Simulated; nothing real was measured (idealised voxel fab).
The following process module bears the name voxel double patterning.
The width of the displayed cross-section, cut, is 220 nm; its cells are square, with a size of 5 nm.
Cross-section spec: square-cell grid; bands listed top down; each band is one or more rows. For a band, the entry starts with two heights in nm, that of the top and then that of the bottom, and carries on with the band's materials in order from left to right, each alongside its width in nm; the word "everywhere" beside a single material means it fills the band edge to edge, and "empty" means empty space. We count height from 0. Below that, the starting wafer is all one material. The lowest band never ends at the bottom but goes on down; see "from 0 down" for how that is written. Per-row width for "30->40": begins at first number (top row of band), ends at second number (bottom row), increment between rows held constant. You'll sometimes find "stayed the same" written for a step, and that's the way of saying that nowhere in the cross-section did a cell change during that step. This entry, "Enclosed void listing", enumerates those empty regions of no fewer than 8 cells that possess no open connection to the top. Each region is reported in the form width x height at distance, the distance being taken from the left edge, with all three quantities expressed in nm. Whatever follows a step's settings on its line is a remark the simulator itself makes about that step. "overlay nm" denotes, for a step that has a mask, the displacement of the mask to the right of its planned place, with negative values corresponding to the left.

-- Listed below are the process steps as planned
- 1: RECEIVE (material Si)
- 2: CONFORMAL_DEP (material SiO2; thk nm 10)
- 3: DIRECTIONAL_DEP (material W; thk nm 15)
- 4: DIRECTIONAL_DEP (material SiCN; thk nm 5)
- 5: DIRECTIONAL_DEP (material aC; thk nm 10)
- 6: PATTERN (tone open; mask id FIRST; material resist; width nm 15; pitch nm 50; thk nm 25; overlay nm 0)
- 7: DIRECTIONAL_ETCH (etch materials aC; depth nm 10)
- 8: STRIP (etch materials resist)
- 9: DIRECTIONAL_ETCH (etch materials SiCN; depth nm 5)
- 10: STRIP (etch materials aC)
- 11: DIRECTIONAL_DEP (material aC; thk nm 10)
- 12: PATTERN (tone open; mask id SECOND; material resist; width nm 15; pitch nm 50; thk nm 30; overlay nm 0)
- 13: DIRECTIONAL_ETCH (etch materials aC; depth nm 10)
- 14: STRIP (etch materials resist)
- 15: DIRECTIONAL_ETCH (etch materials SiCN; depth nm 5)
- 16: STRIP (etch materials aC)
- 17: DIRECTIONAL_ETCH (etch materials W; depth nm 15)
- 18: STRIP (etch materials SiCN)

-- Shown in cross-section is the wafer as received, that is, as it stands after step 1
> from 0 down: Si everywhere
> Enclosed void listing: none

-- Wafer cross-section at end of module: start and plan as shown above, one execution error
> from 25 to 10: W 60, empty 30, W 20, empty 30, W 20, empty 15, W 45
> from 10 to 0: SiO2 everywhere
> from 0 down: Si everywhere
> Enclosed void listing: none
Against the plan, the run slipped here: step 6 deviated from plan and actually ran as PATTERN (tone open; mask id FIRST; material resist; width nm 15; pitch nm 50; thk nm 25; overlay nm 10)
